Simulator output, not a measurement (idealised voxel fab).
The name of this process module is voxel ribs on slabs.
cross-section cut | 280 nm wide | cells 5 nm
Bands, listed from the top down, are how a cross-section gets written in this document; the cross-section itself is a grid of square cells, and a band is one or more rows of them. Heads up on the band format: heights come first, top then bottom, in nm. After that it's the materials left to right, each with its width in nm. A single material flagged "edge to edge" fills the whole band edge to edge, and "blank" means there's empty space there. Below 0: as-received wafer, all one material; heights counted from there. Lowest band: no bottom, goes on down, written "top 0, no bottom". The expression "30->40" gives the width at the extremes of the band, the first number at its top row of cells and the second at its bottom row, with the width changing by equal amounts from each row to the next in between. Take "left unchanged" at face value: in the step it is given for, the cross-section changed in none of its cells. Heads up: "Completely enclosed voids" only lists the empty pockets with no open path to the top that are 8 cells or more, and it writes them as width x height at distance, distance from the left edge, in nm. The remark found on a step's line after its settings is issued by the simulator itself and pertains to that step. What "overlay nm" on a step's line means: if the step has a mask, that mask lay this far to the right of its planned place, or, when the value is negative, to the left.
SO HERE'S THE LINEUP OF PROCESS STEPS WE PLANNED
1. RECEIVE: material Si
2. DIRECTIONAL_DEP: material SiO2, thk nm 25
3. DIRECTIONAL_DEP: material polySi, thk nm 25
4. MASKED_ETCH: tone cover, mask id RIB, width nm 25, etch materials polySi, depth nm 10, overlay nm 0
5. DIRECTIONAL_DEP: material aC, thk nm 15
6. PATTERN: tone cover, mask id SLAB, material resist, width nm 55, thk nm 35, overlay nm 0
7. DIRECTIONAL_ETCH: etch materials aC, depth nm 15
8. STRIP: etch materials resist
9. DIRECTIONAL_ETCH: etch materials polySi, depth nm 15
10. STRIP: etch materials aC
11. FILL_DEP: material SiO2, thk nm 15
12. CMP: height nm 60
13. DIRECTIONAL_DEP: material TiN, thk nm 10
14. MASKED_ETCH: tone cover, mask id HEATER, width nm 35, etch materials TiN, depth nm 10, overlay nm 0
15. CONFORMAL_DEP: material SiN, thk nm 5
CROSS-SECTION OF THE WAFER AS IT CAME TO US, I.E., ALREADY THROUGH STEP 1
> top 0, no bottom  Si edge to edge
> Completely enclosed voids: none
CROSS-SECTION AT MODULE END, ONE RUN ERROR; START AND PLAN UNCHANGED FROM ABOVE
> top 75, bottom 70  blank 115 nm; SiN 45 nm; blank 120 nm
> top 70, bottom 65  blank 115 nm; SiN 5 nm; TiN 35 nm; SiN 5 nm; blank 120 nm
> top 65, bottom 60  SiN 120 nm; TiN 35 nm; SiN 125 nm
> top 60, bottom 50  aC edge to edge
> top 50, bottom 40  aC 125 nm; polySi 25 nm; aC 130 nm
> top 40, bottom 25  aC 110 nm; polySi 55 nm; aC 115 nm
> top 25, bottom 0  SiO2 edge to edge
> top 0, no bottom  Si edge to edge
> Completely enclosed voids: none
Heads up, the wafer didn't run the way we planned it: note that step 11 departed from the planned setting and was carried out as FILL_DEP: material aC, thk nm 15
